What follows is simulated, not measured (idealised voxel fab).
The following process module bears the name voxel capacitor over wiring.
195 nm wide, 5 nm square cells: that's cross-section cut.
Heads up, the way a cross-section reads in here is a grid of square cells, handed over as bands from the top down, with every band being one or more rows of cells.
Band entry format. Leading values: height of top, height of bottom, nm. Remainder: materials in left-to-right order, each with its width in nm. Special words: "full width" on a single material, which then fills the band edge to edge; "empty", empty space.
Counting heights begins at 0, where everything beneath is, in the wafer as received, one material. The lowest band has no bottom; it goes on downwards, as "0..down" shows.
The two numbers in a width such as "30..40" mark its ends across the band: the first belongs to the top row of cells, the second to the bottom row, and from each row to the next the width moves by the same amount.
A step reported as "everything unchanged" is a step in which no cell of the cross-section changed.
Under "Fully sealed voids" you'll find the enclosed gaps, the ones with no way out to the top, that are 8 cells or bigger; each reads width x height at distance, with distance counted from the left edge, everything in nm.
Post-settings text on a step line: simulator's own remark regarding the step.
overlay nm: where the mask lay relative to plan, measured to the right, on steps with a mask; negatives go left.

Process steps foreseen in the plan
step 1: RECEIVE | material Si
step 2: CONFORMAL_DEP | material SiO2 | thk nm 15
step 3: CONFORMAL_DEP | material SiCN | thk nm 5
step 4: DIRECTIONAL_DEP | material lowk | thk nm 20
step 5: MASKED_ETCH | tone open | mask id METAL_1 | width nm 20 | pitch nm 80 | etch materials lowk | depth nm 20 | overlay nm 0
step 6: MASKED_ETCH | tone open | mask id METAL_1 | width nm 20 | pitch nm 80 | etch materials SiCN | depth nm 5 | overlay nm 0
step 7: CONFORMAL_DEP | material TiN | thk nm 5
step 8: FILL_DEP | material Cu | thk nm 5
step 9: CMP | height nm 40
step 10: CONFORMAL_DEP | material SiCN | thk nm 5
step 11: DIRECTIONAL_DEP | material lowk | thk nm 20
step 12: DIRECTIONAL_DEP | material aC | thk nm 10
step 13: PATTERN | tone open | mask id PLUG_1 | material resist | width nm 15 | thk nm 25 | overlay nm 0
step 14: DIRECTIONAL_ETCH | etch materials aC | depth nm 10
step 15: STRIP | etch materials resist
step 16: DIRECTIONAL_ETCH | etch materials lowk | depth nm 20
step 17: DIRECTIONAL_ETCH | etch materials SiCN | depth nm 5
step 18: STRIP | etch materials aC
step 19: CONFORMAL_DEP | material TiN | thk nm 5
step 20: FILL_DEP | material Ru | thk nm 10
step 21: CMP | height nm 65
step 22: DIRECTIONAL_DEP | material TiN | thk nm 5
step 23: DIRECTIONAL_DEP | material Al2O3 | thk nm 5
step 24: DIRECTIONAL_DEP | material TiN | thk nm 10
step 25: MASKED_ETCH | tone cover | mask id UPPER_PLATE | width nm 65 | etch materials TiN | depth nm 10 | overlay nm 0
step 26: MASKED_ETCH | tone cover | mask id UPPER_PLATE | width nm 65 | etch materials Al2O3 | depth nm 5 | overlay nm 0
step 27: MASKED_ETCH | tone cover | mask id LOWER_PLATE | width nm 75 | etch materials TiN | depth nm 5 | overlay nm 0
step 28: FILL_DEP | material SiO2 | thk nm 15
step 29: CMP | height nm 95
step 30: PATTERN | tone open | mask id PLUG_2 | material resist | width nm 15 | thk nm 15 | overlay nm 0
step 31: DIRECTIONAL_ETCH | etch materials SiO2 | depth nm 10
step 32: STRIP | etch materials resist
step 33: CONFORMAL_DEP | material TiN | thk nm 5
step 34: FILL_DEP | material W | thk nm 5
step 35: CMP | height nm 95
step 36: CONFORMAL_DEP | material SiCN | thk nm 5

This is the cross-section of the wafer as we received it, i.e. after step 1
* 0..down | Si full width
* Fully sealed voids: none

Run as planned - first of the two wafers cross-sectioned at the end of the module
* 100..95 | SiCN full width
* 95..90 | SiO2: 60, then TiN: 5, then W: 5, then TiN: 5, then SiO2: 120
* 90..85 | SiO2: 60, then TiN: 15, then SiO2: 120
* 85..75 | SiO2: 50, then TiN: 65, then SiO2: 80
* 75..70 | SiO2: 50, then Al2O3: 65, then SiO2: 80
* 70..65 | SiO2: 45, then TiN: 75, then SiO2: 75
* 65..45 | lowk: 50, then TiN: 5, then Ru: 5, then TiN: 5, then lowk: 130
* 45..40 | SiCN: 50, then TiN: 15, then SiCN: 130
* 40..20 | lowk: 45, then TiN: 5, then Cu: 10, then TiN: 5, then lowk: 60, then TiN: 5, then Cu: 10, then TiN: 5, then lowk: 50
* 20..15 | SiCN: 45, then TiN: 20, then SiCN: 60, then TiN: 20, then SiCN: 50
* 15..0 | SiO2 full width
* 0..down | Si full width
* Fully sealed voids: none

Same start, same plan as the first wafer - but one mistake in the run. Cross-section of the second of the two at the end of the module
* 100..95 | SiCN full width
* 95..90 | SiO2: 60, then TiN: 5, then W: 5, then TiN: 5, then SiO2: 120
* 90..85 | SiO2: 60, then TiN: 15, then SiO2: 120
* 85..75 | SiO2: 50, then TiN: 65, then SiO2: 80
* 75..70 | SiO2: 50, then Al2O3: 65, then SiO2: 80
* 70..65 | SiO2: 45, then TiN: 75, then SiO2: 75
* 65..45 | lowk: 50, then TiN: 5, then Ru: 5, then TiN: 5, then lowk: 130
* 45..40 | SiCN: 50, then TiN: 15, then SiCN: 130
* 40..35 | lowk: 45, then TiN: 5, then Cu: 10, then TiN: 5, then lowk: 60, then TiN: 5, then Cu: 10, then TiN: 5, then lowk: 50
* 35..30 | SiCN: 45, then TiN: 20, then SiCN: 60, then TiN: 20, then SiCN: 50
* 30..0 | SiO2 full width
* 0..down | Si full width
* Fully sealed voids: none
Against the plan, the run slipped here: twice over, step 2 of the plan was run
The second wafer ends with more or fewer cells of some materials than the first, per final count: Cu -12, SiO2 +117, TiN -12, lowk -93
